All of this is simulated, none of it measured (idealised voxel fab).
Process module heading - voxel capacitor over wiring
The width of the displayed cross-section, cut, is 210 nm; its cells are square, with a size of 5 nm.
Cross-sections here: square-cell grids, written as top-down lists of bands, a band being one or more rows of cells.
Read a band's entry like this: the first values are the height of its top and the height of its bottom in nm, and what follows is the sequence of materials from left to right, each with its width in nm. Note that "air" is empty space, and that a single material marked "all across" reaches across the band from edge to edge.
Counting heights begins at 0, where everything beneath is, in the wafer as received, one material. The lowest band has no bottom; it goes on downwards, as "0 nm and below" shows.
So if you see something like "30->40" for the width, read it as the top row of the band sitting at the first number and the bottom row at the second, with every row in between moving by the same amount as the last.
Reading "nothing was modified" for a step: not a cell of the cross-section changed in it.
The label "Fully closed voids" introduces a list of the empty spaces, 8 cells or larger, that have no open way up to the top; each entry in it reads width x height at distance, where the distance is taken from the left edge and all three are stated in nm.
Read whatever lies past the settings on a step's line as the simulator's own remark about the step.
"overlay nm" answers the question of how far to the right of plan the mask lay on a step that has a mask, and when it is negative the answer is to the left.
[Planned process steps]
1. RECEIVE with material Si
2. CONFORMAL_DEP with material SiO2, thk nm 10
3. CONFORMAL_DEP with material SiCN, thk nm 5
4. DIRECTIONAL_DEP with material SiO2, thk nm 25
5. PATTERN with tone open, mask id METAL_1, material resist, width nm 25, pitch nm 80, thk nm 20, overlay nm 0
6. DIRECTIONAL_ETCH with etch materials SiO2, depth nm 25
7. DIRECTIONAL_ETCH with etch materials SiCN, depth nm 5
8. STRIP with etch materials resist
9. CONFORMAL_DEP with material TiN, thk nm 5
10. FILL_DEP with material Ru, thk nm 10
11. CMP with height nm 40
12. CONFORMAL_DEP with material SiCN, thk nm 5
13. DIRECTIONAL_DEP with material lowk, thk nm 15
14. PATTERN with tone open, mask id PLUG_1, material resist, width nm 15, thk nm 15, overlay nm 0
15. DIRECTIONAL_ETCH with etch materials lowk, depth nm 15
16. DIRECTIONAL_ETCH with etch materials SiCN, depth nm 5
17. STRIP with etch materials resist
18. EPI with material Ru, thk nm 10
19. EPI with material Ru, thk nm 10
20. DIRECTIONAL_DEP with material TiN, thk nm 10
21. DIRECTIONAL_DEP with material Al2O3, thk nm 5
22. DIRECTIONAL_DEP with material TiN, thk nm 10
23. DIRECTIONAL_DEP with material aC, thk nm 10
24. PATTERN with tone cover, mask id UPPER_PLATE, material resist, width nm 60, thk nm 25, overlay nm 0
25. DIRECTIONAL_ETCH with etch materials aC, depth nm 10
26. STRIP with etch materials resist
27. DIRECTIONAL_ETCH with etch materials TiN, depth nm 10
28. DIRECTIONAL_ETCH with etch materials Al2O3, depth nm 5
29. STRIP with etch materials aC
30. DIRECTIONAL_DEP with material aC, thk nm 15
31. PATTERN with tone cover, mask id LOWER_PLATE, material resist, width nm 70, thk nm 30, overlay nm 0
32. DIRECTIONAL_ETCH with etch materials aC, depth nm 15
33. STRIP with etch materials resist
34. DIRECTIONAL_ETCH with etch materials TiN, depth nm 10
35. STRIP with etch materials aC
36. FILL_DEP with material SiO2, thk nm 15
37. CMP with height nm 95
38. DIRECTIONAL_DEP with material aC, thk nm 10
39. PATTERN with tone open, mask id PLUG_2, material resist, width nm 15, thk nm 25, overlay nm 0
40. DIRECTIONAL_ETCH with etch materials aC, depth nm 10
41. STRIP with etch materials resist
42. DIRECTIONAL_ETCH with etch materials SiO2, depth nm 10
43. STRIP with etch materials aC
44. CONFORMAL_DEP with material TiN, thk nm 5
45. FILL_DEP with material Cu, thk nm 5
46. CMP with height nm 95
47. CONFORMAL_DEP with material SiN, thk nm 5
Don't read the plan's width nm for step 14 as applying to every wafer: that's the first wafer's value, and the wafers differ in it, though they all start identical.
[The first of several wafers as received, shown in cross-section; this is its state after step 1]
> 0 nm and below  Si all across
> Fully closed voids: none
[End of module: cross-section of the first of several wafers after step 47, the last step]
> 100 nm to 95 nm  SiN all across
> 95 nm to 90 nm  SiO2 70 nm, TiN 5 nm, Cu 5 nm, TiN 5 nm, SiO2 125 nm
> 90 nm to 85 nm  SiO2 70 nm, TiN 15 nm, SiO2 125 nm
> 85 nm to 75 nm  SiO2 60 nm, TiN 60 nm, SiO2 90 nm
> 75 nm to 70 nm  SiO2 60 nm, Al2O3 60 nm, SiO2 90 nm
> 70 nm to 60 nm  SiO2 55 nm, TiN 70 nm, SiO2 85 nm
> 60 nm to 45 nm  lowk 60 nm, Ru 15 nm, lowk 135 nm
> 45 nm to 40 nm  SiCN 60 nm, Ru 15 nm, SiCN 135 nm
> 40 nm to 15 nm  SiO2 50 nm, TiN 5 nm, Ru 15 nm, TiN 5 nm, SiO2 55 nm, TiN 5 nm, Ru 15 nm, TiN 5 nm, SiO2 55 nm
> 15 nm to 10 nm  SiCN 50 nm, TiN 25 nm, SiCN 55 nm, TiN 25 nm, SiCN 55 nm
> 10 nm to 0 nm  SiO2 all across
> 0 nm and below  Si all across
> Fully closed voids: none
[Of the several wafers, the last: cross-section at the end of the module]
> 100 nm to 95 nm  SiN all across
> 95 nm to 90 nm  SiO2 70 nm, TiN 5 nm, Cu 5 nm, TiN 5 nm, SiO2 125 nm
> 90 nm to 85 nm  SiO2 70 nm, TiN 15 nm, SiO2 125 nm
> 85 nm to 75 nm  SiO2 60 nm, TiN 60 nm, SiO2 90 nm
> 75 nm to 70 nm  SiO2 60 nm, Al2O3 60 nm, SiO2 90 nm
> 70 nm to 60 nm  SiO2 55 nm, TiN 70 nm, SiO2 85 nm
> 60 nm to 45 nm  lowk 55 nm, Ru 30 nm, lowk 125 nm
> 45 nm to 40 nm  SiCN 55 nm, Ru 30 nm, SiCN 125 nm
> 40 nm to 15 nm  SiO2 50 nm, TiN 5 nm, Ru 15 nm, TiN 5 nm, SiO2 55 nm, TiN 5 nm, Ru 15 nm, TiN 5 nm, SiO2 55 nm
> 15 nm to 10 nm  SiCN 50 nm, TiN 25 nm, SiCN 55 nm, TiN 25 nm, SiCN 55 nm
> 10 nm to 0 nm  SiO2 all across
> 0 nm and below  Si all across
> Fully closed voids: none
[Heads up, this table goes wafer by wafer. A row tells you, at the end of the module, how many cells of each material that wafer has put on (+) or dropped (-) since it was received, and then its closed voids]
width nm 15 | +12 Al2O3 | +1 Cu | +42 Ru | +71 SiCN | +42 SiN | +468 SiO2 | +87 TiN | +117 lowk | Fully closed voids: none
width nm 20 | +12 Al2O3 | +1 Cu | +46 Ru | +70 SiCN | +42 SiN | +468 SiO2 | +87 TiN | +114 lowk | Fully closed voids: none
width nm 25 | +12 Al2O3 | +1 Cu | +50 Ru | +69 SiCN | +42 SiN | +468 SiO2 | +87 TiN | +111 lowk | Fully closed voids: none
width nm 30 | +12 Al2O3 | +1 Cu | +54 Ru | +68 SiCN | +42 SiN | +468 SiO2 | +87 TiN | +108 lowk | Fully closed voids: none
